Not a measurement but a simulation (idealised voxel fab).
process module | voxel plated lines
cross-section cut | 225 nm wide | cells 5 nm
A cross-section is a grid of square cells, given in bands from the top down. A band is one or more rows of cells.
Each band's line starts with the height of the band's top and of its bottom, in nm. Then come its materials from left to right, each with its width in nm. One material with "throughout" fills the band from edge to edge. "air" is empty space.
Height 0 is the level under which the wafer as received is all one material. The lowest band goes on downwards, as in "0 down".
A width such as "30 to 40" changes by the same amount from each row of cells to the next, from the band's top row to its bottom row.
"no change" after a step means that no cell of the cross-section changed.
closed voids: empty space of 8 cells or more with no open way to the top, each as width x height at its distance from the left edge, in nm
after a step's settings: what the simulator itself notes on the step
overlay nm, on a step with a mask: how far to the right of its planned place the mask lay; to the left if negative
plan
1 op RECEIVE | material Si
2 op CONFORMAL_DEP | material Al2O3 | thk nm 5
3 op DIRECTIONAL_DEP | material TiN | thk nm 5
4 op PATTERN | tone open | mask id LINES | material resist | width nm 20 | pitch nm 35 | thk nm 40 | overlay nm 0
5 op EPI | material Ru | thk nm 5
6 op EPI | material Ru | thk nm 10
7 op EPI | material Ru | thk nm 5
8 op STRIP | etch materials resist
9 op DIRECTIONAL_ETCH | etch materials TiN | depth nm 5
10 op CONFORMAL_DEP | material SiN | thk nm 5
as received, after step 1
  0 down: Si throughout
  closed voids: none
first wafer at the end, as planned
  35 to 30: air 45 | SiN 30 | air 5 | SiN 30 | air 5 | SiN 30 | air 5 | SiN 30 | air 45
  30 to 10: air 45 | SiN 5 | Ru 20 | SiN 5 | air 5 | SiN 5 | Ru 20 | SiN 5 | air 5 | SiN 5 | Ru 20 | SiN 5 | air 5 | SiN 5 | Ru 20 | SiN 5 | air 45
  10 to 5: SiN 50 | TiN 20 | SiN 15 | TiN 20 | SiN 15 | TiN 20 | SiN 15 | TiN 20 | SiN 50
  5 to 0: Al2O3 throughout
  0 down: Si throughout
  closed voids: none
second wafer at the end: like start, like plan, one mistake
  45 to 40: air 45 | SiN 30 | air 5 | SiN 30 | air 5 | SiN 30 | air 5 | SiN 30 | air 45
  40 to 10: air 45 | SiN 5 | Ru 20 | SiN 5 | air 5 | SiN 5 | Ru 20 | SiN 5 | air 5 | SiN 5 | Ru 20 | SiN 5 | air 5 | SiN 5 | Ru 20 | SiN 5 | air 45
  10 to 5: SiN 50 | TiN 20 | SiN 15 | TiN 20 | SiN 15 | TiN 20 | SiN 15 | TiN 20 | SiN 50
  5 to 0: Al2O3 throughout
  0 down: Si throughout
  closed voids: none
what went wrong: step 6 was run twice
at the end the second wafer has, in cells: 32 more of Ru | 16 more of SiN
